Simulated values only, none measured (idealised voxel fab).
The name of this process module is voxel capacitor over wiring.
The width of the displayed cross-section, cut, is 195 nm; its cells are square, with a size of 5 nm.
Cross-sections here: square-cell grids, written as top-down lists of bands, a band being one or more rows of cells.
A band entry consists of two parts. The first gives the height of the band's top and the height of its bottom, in nm. The rest lists the band's materials from left to right, each with its width in nm. A single material labelled with the word "throughout" fills the band from edge to edge, and the word "air" marks empty space.
For the purposes of this specification, 0 denotes the height below which the wafer in its as-received condition is composed wholly of one material, and the lowermost band, lacking a lower limit, extends downward without end, as expressed in "from 0 down".
The two numbers in a width such as "30 to 40" mark its ends across the band: the first belongs to the top row of cells, the second to the bottom row, and from each row to the next the width moves by the same amount.
For the purposes of this document, the phrase "no change occurred" attached to a step denotes that no cell within the cross-section was modified by that step.
So "Enclosed internal cavities" is basically the list of trapped voids: any empty space of 8 cells or more that can't reach the top through an opening. They're written width x height at distance, the distance being from the left edge, and it's all nm.
Heads up: the bit after the settings on a step's line is the simulator's remark on that step.
overlay nm: where the mask lay relative to plan, measured to the right, on steps with a mask; negatives go left.

PLANNED STEP LIST FOR THE PROCESS
- 1: RECEIVE: material Si
- 2: CONFORMAL_DEP: material SiO2, thk nm 15
- 3: DIRECTIONAL_DEP: material TiN, thk nm 5
- 4: DIRECTIONAL_DEP: material W, thk nm 25
- 5: MASKED_ETCH: tone cover, mask id METAL_1, width nm 25, pitch nm 80, etch materials W, depth nm 25, overlay nm 0
- 6: MASKED_ETCH: tone cover, mask id METAL_1, width nm 25, pitch nm 80, etch materials TiN, depth nm 5, overlay nm 0
- 7: FILL_DEP: material SiO2, thk nm 10
- 8: CMP: height nm 45
- 9: CONFORMAL_DEP: material SiCN, thk nm 5
- 10: DIRECTIONAL_DEP: material SiO2, thk nm 20
- 11: PATTERN: tone open, mask id PLUG_1, material resist, width nm 15, thk nm 20, overlay nm 0
- 12: DIRECTIONAL_ETCH: etch materials SiO2, depth nm 20
- 13: DIRECTIONAL_ETCH: etch materials SiCN, depth nm 5
- 14: STRIP: etch materials resist
- 15: EPI: material Ru, thk nm 10
- 16: EPI: material Ru, thk nm 10
- 17: EPI: material Ru, thk nm 5
- 18: DIRECTIONAL_DEP: material TiN, thk nm 10
- 19: DIRECTIONAL_DEP: material Al2O3, thk nm 5
- 20: DIRECTIONAL_DEP: material TiN, thk nm 5
- 21: PATTERN: tone cover, mask id UPPER_PLATE, material resist, width nm 60, thk nm 15, overlay nm 0
- 22: DIRECTIONAL_ETCH: etch materials TiN, depth nm 5
- 23: DIRECTIONAL_ETCH: etch materials Al2O3, depth nm 5
- 24: STRIP: etch materials resist
- 25: MASKED_ETCH: tone cover, mask id LOWER_PLATE, width nm 70, etch materials TiN, depth nm 10, overlay nm 0
- 26: FILL_DEP: material SiO2, thk nm 15
- 27: CMP: height nm 100
- 28: PATTERN: tone open, mask id PLUG_2, material resist, width nm 15, thk nm 15, overlay nm 0
- 29: DIRECTIONAL_ETCH: etch materials SiO2, depth nm 10
- 30: STRIP: etch materials resist
- 31: CONFORMAL_DEP: material TiN, thk nm 5
- 32: FILL_DEP: material Ru, thk nm 10
- 33: CMP: height nm 100
- 34: CONFORMAL_DEP: material SiCN, thk nm 5

AS-RECEIVED STATE OF THE WAFER IN CROSS-SECTION, EQUIVALENT TO POST-STEP 1
	from 0 down  Si throughout
	Enclosed internal cavities: none

CROSS-SECTION, FIRST OF TWO WAFERS, END OF MODULE, RUN AS PLANNED
	from 105 to 100  SiCN throughout
	from 100 to 95  65 of SiO2 | 5 of TiN | 5 of Ru | 5 of TiN | 115 of SiO2
	from 95 to 85  65 to 55 of SiO2 | 15 to 60 of TiN | 115 to 80 of SiO2
	from 85 to 80  55 of SiO2 | 60 of Al2O3 | 80 of SiO2
	from 80 to 70  50 of SiO2 | 70 of TiN | 75 of SiO2
	from 70 to 50  55 of SiO2 | 15 of Ru | 125 of SiO2
	from 50 to 45  55 of SiCN | 15 of Ru | 125 of SiCN
	from 45 to 20  45 of SiO2 | 25 of W | 55 of SiO2 | 25 of W | 45 of SiO2
	from 20 to 15  45 of SiO2 | 25 of TiN | 55 of SiO2 | 25 of TiN | 45 of SiO2
	from 15 to 0  SiO2 throughout
	from 0 down  Si throughout
	Enclosed internal cavities: none

WAFER TWO CROSS-SECTION, MODULE END. START AND PLAN UNCHANGED FROM WAFER ONE; ONE MISTAKE MADE DURING THE RUN
	from 105 to 100  SiCN throughout
	from 100 to 95  65 of SiO2 | 5 of TiN | 5 of Ru | 5 of TiN | 115 of SiO2
	from 95 to 85  65 to 55 of SiO2 | 15 to 25 of TiN | 115 of SiO2
	from 85 to 80  55 of SiO2 | 25 of Al2O3 | 115 of SiO2
	from 80 to 75  50 of SiO2 | 65 of TiN | 80 of SiO2
	from 75 to 70  50 of SiO2 | 30 of TiN | 35 of Al2O3 | 80 of SiO2
	from 70 to 60  45 of SiO2 | 35 of Ru | 40 of TiN | 75 of SiO2
	from 60 to 50  55 of SiO2 | 15 of Ru | 125 of SiO2
	from 50 to 45  55 of SiCN | 15 of Ru | 125 of SiCN
	from 45 to 20  45 of SiO2 | 25 of W | 55 of SiO2 | 25 of W | 45 of SiO2
	from 20 to 15  45 of SiO2 | 25 of TiN | 55 of SiO2 | 25 of TiN | 45 of SiO2
	from 15 to 0  SiO2 throughout
	from 0 down  Si throughout
	Enclosed internal cavities: none
Nonconformance to the process plan: step 10 was not run as planned; what actually ran was DIRECTIONAL_DEP: material SiO2, thk nm 10
at the end the second wafer has, in cells: Ru +8; SiO2 -8
